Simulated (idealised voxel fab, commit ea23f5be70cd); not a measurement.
Herein follows the process module entitled voxel wiring stack.
The cross-section on display is named cut; it measures 270 nm wide, and its cells are 5 nm squares.
In this document a cross-section is written as a grid of square cells. It is given as a series of bands, listed from the top down, and a band is one or more rows of cells. The entry gives the band's vertical extent as a top height and a bottom height in nm, then its horizontal make-up as materials from left to right, each with a width in nm. "air" stands for empty space; a single material marked "edge to edge" fills the band edge to edge. Heads up on the height convention: 0 is the point under which the incoming wafer is all one material, and the lowest band has no bottom, it just keeps going down, like "top 0, no bottom". Width "30 to 40": first value at the band's top row of cells, second value at its bottom row, equal change from row to row. Basically "everything unchanged" means that step didn't change any cell in the cross-section. Entry "Enclosed void list" = empty spaces >= 8 cells with no open way to the top; each as width x height at distance, distance from left edge, all nm. The remark found on a step's line after its settings is issued by the simulator itself and pertains to that step. overlay nm: how far to the right of its planned place the mask lay on this masked step (negative: to the left).

-- Planned step list for the process
1: RECEIVE, material Si
2: CONFORMAL_DEP, material SiO2, thk nm 15
3: DIRECTIONAL_DEP, material TiN, thk nm 5
4: DIRECTIONAL_DEP, material W, thk nm 15
5: MASKED_ETCH, tone cover, mask id METAL_1, width nm 25, pitch nm 50, etch materials W, depth nm 15, overlay nm 0
6: MASKED_ETCH, tone cover, mask id METAL_1, width nm 25, pitch nm 50, etch materials TiN, depth nm 5, overlay nm 0
7: FILL_DEP, material SiO2, thk nm 10
8: CMP, height nm 35
9: CONFORMAL_DEP, material SiCN, thk nm 5
10: DIRECTIONAL_DEP, material SiO2, thk nm 35
11: DIRECTIONAL_DEP, material aC, thk nm 15
12: PATTERN, tone open, mask id METAL_2_HOLES, material resist, width nm 15, thk nm 30, overlay nm 0
13: DIRECTIONAL_ETCH, etch materials aC, depth nm 15
14: STRIP, etch materials resist
15: DIRECTIONAL_ETCH, etch materials SiO2, depth nm 35
16: STRIP, etch materials aC
17: MASKED_ETCH, tone open, mask id METAL_2, width nm 25, pitch nm 50, etch materials SiO2, depth nm 20, overlay nm 0
18: MASKED_ETCH, tone open, mask id METAL_2, width nm 25, pitch nm 50, etch materials SiCN, depth nm 5, overlay nm 0
19: CONFORMAL_DEP, material TiN, thk nm 5
20: FILL_DEP, material Cu, thk nm 5
21: CMP, height nm 75
22: CONFORMAL_DEP, material SiCN, thk nm 5
23: DIRECTIONAL_DEP, material SiO2, thk nm 35
24: MASKED_ETCH, tone open, mask id METAL_3_HOLES, width nm 15, etch materials SiO2, depth nm 35, overlay nm 0
25: PATTERN, tone open, mask id METAL_3, material resist, width nm 25, pitch nm 50, thk nm 15, overlay nm 0
26: DIRECTIONAL_ETCH, etch materials SiO2, depth nm 20
27: DIRECTIONAL_ETCH, etch materials SiCN, depth nm 5
28: STRIP, etch materials resist
29: CONFORMAL_DEP, material TiN, thk nm 5
30: FILL_DEP, material Ru, thk nm 10
31: CMP, height nm 115
32: CONFORMAL_DEP, material SiCN, thk nm 5
Where the wafers of this document differ is in the width nm of step 12; they start out the same, and the plan states the value that applied to the first wafer.

-- First of several wafers (as received, post step 1), cross-sectional view
- top 0, no bottom  Si edge to edge
- Enclosed void list: none

-- Row per wafer, end-of-module: cell gain (+)/loss (-) by material since the wafer came in, then closed voids
width nm 15; +22 Cu; +22 Ru; +156 SiCN; +996 SiO2; +70 TiN; +30 W; Enclosed void list: none
width nm 20; +26 Cu; +22 Ru; +155 SiCN; +993 SiO2; +70 TiN; +30 W; Enclosed void list: none
width nm 25; +32 Cu; +22 Ru; +155 SiCN; +986 SiO2; +71 TiN; +30 W; Enclosed void list: none
width nm 30; +36 Cu; +22 Ru; +154 SiCN; +983 SiO2; +71 TiN; +30 W; Enclosed void list: none
